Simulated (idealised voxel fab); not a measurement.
This is a process module. Its name is voxel gate over fins.
Each square cell in cross-section cut measures 5 nm, and the section as a whole is 205 nm wide.
Think of the cross-section as a grid of square cells. We describe it in bands, top to bottom, and each band covers one or more rows of those cells.
Top, bottom (nm), then materials left to right with widths (nm); lone material tagged "all across" fills the whole band edge to edge; "air" = empty space.
It should be noted that heights are counted from 0, beneath which the wafer as supplied is of one material throughout, and that the lowest band possesses no lower boundary but continues downward, as written in "0 -> down".
When a width is written as two numbers, as in "30..40", the first number is the width in the top row of cells of the band and the second is the width in its bottom row, and the width changes by the same amount from each row to the next.
"nothing altered" for a step: no cell of the cross-section changed in that step.
You'll see "Closed internal cavities" listing empty spaces that have no way open to the top, as long as they're 8 cells or more; the notation is width x height at distance, where the distance is from the left edge, and all of it is in nm.
Note: text after step settings on the step line = simulator remark on that step.
The optional step-line setting "overlay nm" applies to steps with a mask and quantifies how far to the right of its planned location the mask lay, a negative value indicating leftward placement.
[Below is the list of planned process steps]
| 1 | RECEIVE | material Si |
| 2 | CONFORMAL_DEP | material SiN | thk nm 5 |
| 3 | MASKED_ETCH | tone cover | mask id FINS | width nm 15 | pitch nm 40 | etch materials SiN | depth nm 5 | overlay nm 0 |
| 4 | MASKED_ETCH | tone cover | mask id FINS | width nm 15 | pitch nm 40 | etch materials Si | depth nm 40 | overlay nm 0 |
| 5 | OXIDIZE | depth nm 5 |
| 6 | FILL_DEP | material SiO2 | thk nm 5 |
| 7 | CMP | height nm 5 |
| 8 | SELECTIVE_ETCH | etch materials SiO2 | depth nm 15 |
| 9 | STRIP | etch materials SiN |
| 10 | CONFORMAL_DEP | material HfO2 | thk nm 5 |
| 11 | CONFORMAL_DEP | material TiN | thk nm 5 |
| 12 | FILL_DEP | material W | thk nm 15 |
| 13 | CMP | height nm 20 |
| 14 | CONFORMAL_DEP | material SiCN | thk nm 10 |
[Wafer, first of two, run as planned]
[Received-state cross-section, reflecting completion of step 1]
0 -> down = Si all across
Closed internal cavities: none
[Take a look at the wafer's cross-section after step 2]
5 -> 0 = SiN all across
Below 0, the layers are the same as they were.
[Take a look at the wafer's cross-section after step 3]
5 -> 0 = air=75 | SiN=15 | air=25 | SiN=15 | air=75
Below 0, the layers are the same as they were.
[Take a look at the wafer's cross-section after step 4]
5 -> 0 = air=75 | SiN=15 | air=25 | SiN=15 | air=75
0 -> -40 = air=75 | Si=15 | air=25 | Si=15 | air=75
Below -40, the layers are the same as they were.
[Take a look at the wafer's cross-section after step 5]
5 -> 0 = air=75 | SiN=15 | air=25 | SiN=15 | air=75
0 -> -40 = air=75 | SiO2=5 | Si=5 | SiO2=5 | air=25 | SiO2=5 | Si=5 | SiO2=5 | air=75
-40 -> -45 = SiO2=80 | Si=5 | SiO2=35 | Si=5 | SiO2=80
Below -45, the layers are the same as they were.
[Take a look at the wafer's cross-section after step 6]
10 -> 5 = SiO2 all across
5 -> 0 = SiO2=75 | SiN=15 | SiO2=25 | SiN=15 | SiO2=75
0 -> -45 = SiO2=80 | Si=5 | SiO2=35 | Si=5 | SiO2=80
Below -45, the layers are the same as they were.
[Take a look at the wafer's cross-section after step 7]
5 -> 0 = SiO2=75 | SiN=15 | SiO2=25 | SiN=15 | SiO2=75
Below 0, the layers are the same as they were.
[Take a look at the wafer's cross-section after step 8]
5 -> 0 = air=75 | SiN=15 | air=25 | SiN=15 | air=75
0 -> -10 = air=80 | Si=5 | air=35 | Si=5 | air=80
Below -10, the layers are the same as they were.
[Take a look at the wafer's cross-section after step 9]
0 -> -10 = air=80 | Si=5 | air=35 | Si=5 | air=80
Below -10, the layers are the same as they were.
[Take a look at the wafer's cross-section after step 10]
5 -> 0 = air=75 | HfO2=15 | air=25 | HfO2=15 | air=75
0 -> -5 = air=75 | HfO2=5 | Si=5 | HfO2=5 | air=25 | HfO2=5 | Si=5 | HfO2=5 | air=75
-5 -> -10 = HfO2=80 | Si=5 | HfO2=35 | Si=5 | HfO2=80
Below -10, the layers are the same as they were.
[Take a look at the wafer's cross-section after step 11]
10 -> 5 = air=70 | TiN=25 | air=15 | TiN=25 | air=70
5 -> 0 = air=70 | TiN=5 | HfO2=15 | TiN=5 | air=15 | TiN=5 | HfO2=15 | TiN=5 | air=70
0 -> -5 = TiN=75 | HfO2=5 | Si=5 | HfO2=5 | TiN=25 | HfO2=5 | Si=5 | HfO2=5 | TiN=75
Below -5, the layers are the same as they were.
[Take a look at the wafer's cross-section after step 12]
25 -> 10 = W all across
10 -> 5 = W=70 | TiN=25 | W=15 | TiN=25 | W=70
5 -> 0 = W=70 | TiN=5 | HfO2=15 | TiN=5 | W=15 | TiN=5 | HfO2=15 | TiN=5 | W=70
Below 0, the layers are the same as they were.
[Take a look at the wafer's cross-section after step 13]
20 -> 10 = W all across
Below 10, the layers are the same as they were.
[Take a look at the wafer's cross-section after step 14]
30 -> 20 = SiCN all across
Below 20, the layers are the same as they were.
[Second Wafer (Identical Start and Plan, One Processing Error; Matches First Wafer Through Step 2)]
[What the second wafer looks like in cross-section when step 3 should have wrapped up]
5 -> 0 = air=75 | SiN=20 | air=20 | SiN=20 | air=70
Below 0, the layers are the same as they were.
[What the second wafer looks like in cross-section when step 4 should have wrapped up]
5 -> 0 = air=75 | SiN=20 | air=20 | SiN=20 | air=70
0 -> -40 = air=75 | Si=20 | air=20 | Si=20 | air=70
Below -40, the layers are the same as they were.
[What the second wafer looks like in cross-section when step 5 should have wrapped up]
5 -> 0 = air=75 | SiN=20 | air=20 | SiN=20 | air=70
0 -> -40 = air=75 | SiO2=5 | Si=10 | SiO2=5 | air=20 | SiO2=5 | Si=10 | SiO2=5 | air=70
-40 -> -45 = SiO2=80 | Si=10 | SiO2=30 | Si=10 | SiO2=75
Below -45, the layers are the same as they were.
[What the second wafer looks like in cross-section when step 6 should have wrapped up]
10 -> 5 = SiO2 all across
5 -> 0 = SiO2=75 | SiN=20 | SiO2=20 | SiN=20 | SiO2=70
0 -> -45 = SiO2=80 | Si=10 | SiO2=30 | Si=10 | SiO2=75
Below -45, the layers are the same as they were.
[What the second wafer looks like in cross-section when step 7 should have wrapped up]
5 -> 0 = SiO2=75 | SiN=20 | SiO2=20 | SiN=20 | SiO2=70
Below 0, the layers are the same as they were.
[What the second wafer looks like in cross-section when step 8 should have wrapped up]
5 -> 0 = air=75 | SiN=20 | air=20 | SiN=20 | air=70
0 -> -10 = air=80 | Si=10 | air=30 | Si=10 | air=75
Below -10, the layers are the same as they were.
[What the second wafer looks like in cross-section when step 9 should have wrapped up]
0 -> -10 = air=80 | Si=10 | air=30 | Si=10 | air=75
Below -10, the layers are the same as they were.
[What the second wafer looks like in cross-section when step 10 should have wrapped up]
5 -> 0 = air=75 | HfO2=20 | air=20 | HfO2=20 | air=70
0 -> -5 = air=75 | HfO2=5 | Si=10 | HfO2=5 | air=20 | HfO2=5 | Si=10 | HfO2=5 | air=70
-5 -> -10 = HfO2=80 | Si=10 | HfO2=30 | Si=10 | HfO2=75
Below -10, the layers are the same as they were.
[What the second wafer looks like in cross-section when step 11 should have wrapped up]
10 -> 5 = air=70 | TiN=30 | air=10 | TiN=30 | air=65
5 -> 0 = air=70 | TiN=5 | HfO2=20 | TiN=5 | air=10 | TiN=5 | HfO2=20 | TiN=5 | air=65
0 -> -5 = TiN=75 | HfO2=5 | Si=10 | HfO2=5 | TiN=20 | HfO2=5 | Si=10 | HfO2=5 | TiN=70
Below -5, the layers are the same as they were.
[What the second wafer looks like in cross-section when step 12 should have wrapped up]
25 -> 10 = W all across
10 -> 5 = W=70 | TiN=30 | W=10 | TiN=30 | W=65
5 -> 0 = W=70 | TiN=5 | HfO2=20 | TiN=5 | W=10 | TiN=5 | HfO2=20 | TiN=5 | W=65
Below 0, the layers are the same as they were.
[What the second wafer looks like in cross-section when step 13 should have wrapped up]
20 -> 10 = W all across
Below 10, the layers are the same as they were.
[What the second wafer looks like in cross-section when step 14 should have wrapped up]
30 -> 20 = SiCN all across
Below 20, the layers are the same as they were.
Plan not followed: step 3, actual vs plan mismatch, actual run MASKED_ETCH | tone cover | mask id FINS | width nm 20 | pitch nm 40 | etch materials SiN | depth nm 5 | overlay nm 0
The closing comparison, in cells, has the second wafer with more or fewer of some materials than the first: Si: 18 more; SiO2: 14 fewer; W: 4 fewer
